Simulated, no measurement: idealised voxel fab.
A process module follows: voxel self aligned vias.
The figure presents cross-section cut, which has a width of 160 nm and is divided into square cells with an edge length of 5 nm.
Each cross-section below is a grid of square cells, stated as bands in top-down order, with one or more rows of cells making up each band.
What a band's entry tells you: where the top is and where the bottom is, as heights in nm, and after that what lies inside, material by material from left to right, each with its width in nm. Empty space is written as the word "blank", and a single material marked with the word "everywhere" occupies the band from edge to edge.
Heights are expressed relative to 0, this being the level below which the as-received wafer comprises one material exclusively. The lowest band is unbounded in the downward direction and is denoted as in "0 nm and below".
You'd read "30 to 40" like this: the band's top row of cells is as wide as the first number, its bottom row is as wide as the second, and going down, every row changes width by the same amount as the row before did.
"nothing different" (step): cross-section cells unchanged, all of them.
In the "Unvented voids" entry, you get each enclosed empty space of 8 cells or more, one with no open way to the top, written width x height at distance, distance from the left edge, in nm.
Whatever follows a step's settings on its line is a remark the simulator itself makes about that step.
"overlay nm" denotes, for a step that has a mask, the displacement of the mask to the right of its planned place, with negative values corresponding to the left.
**Intended process steps**
1. RECEIVE, material Si
2. CONFORMAL_DEP, material SiO2, thk nm 15
3. CONFORMAL_DEP, material SiCN, thk nm 5
4. DIRECTIONAL_DEP, material lowk, thk nm 20
5. MASKED_ETCH, tone open, mask id LINES, width nm 20, pitch nm 45, etch materials lowk, depth nm 20, overlay nm 0
6. CONFORMAL_DEP, material TiN, thk nm 5
7. FILL_DEP, material W, thk nm 5
8. CMP, height nm 40
9. SELECTIVE_ETCH, etch materials W Ru TiN, depth nm 10
10. FILL_DEP, material SiN, thk nm 5
11. CMP, height nm 40
12. DIRECTIONAL_DEP, material lowk, thk nm 15
13. PATTERN, tone open, mask id VIAS, material resist, width nm 30, pitch nm 45, thk nm 20, overlay nm 0
14. DIRECTIONAL_ETCH, etch materials lowk, depth nm 15
15. DIRECTIONAL_ETCH, etch materials SiN, depth nm 10
16. STRIP, etch materials resist
17. CONFORMAL_DEP, material TiN, thk nm 5
18. FILL_DEP, material Ru, thk nm 5
19. CMP, height nm 55
20. CONFORMAL_DEP, material SiN, thk nm 5
**Here's what the wafer looked like in cross-section when it arrived - that's after step 1**
	0 nm and below | Si everywhere
	Unvented voids: none
**One mistake in running the module, otherwise start and plan as above: cross-section at the end**
	60 nm to 55 nm | SiN everywhere
	55 nm to 45 nm | lowk=40, then TiN=5, then Ru=20, then TiN=5, then lowk=15, then TiN=5, then Ru=20, then TiN=5, then lowk=45
	45 nm to 35 nm | lowk=40 to 45, then TiN=10 to 5, then Ru=10, then TiN=10 to 5, then lowk=15 to 25, then TiN=10 to 5, then Ru=10, then TiN=10 to 5, then lowk=45 to 50
	35 nm to 30 nm | lowk=45, then TiN=20, then lowk=25, then TiN=20, then lowk=50
	30 nm to 25 nm | SiCN everywhere
	25 nm to 0 nm | SiO2 everywhere
	0 nm and below | Si everywhere
	Unvented voids: none
The plan and the run diverged here: heads up, step 2 didn't go per plan, it actually ran as CONFORMAL_DEP, material SiO2, thk nm 25
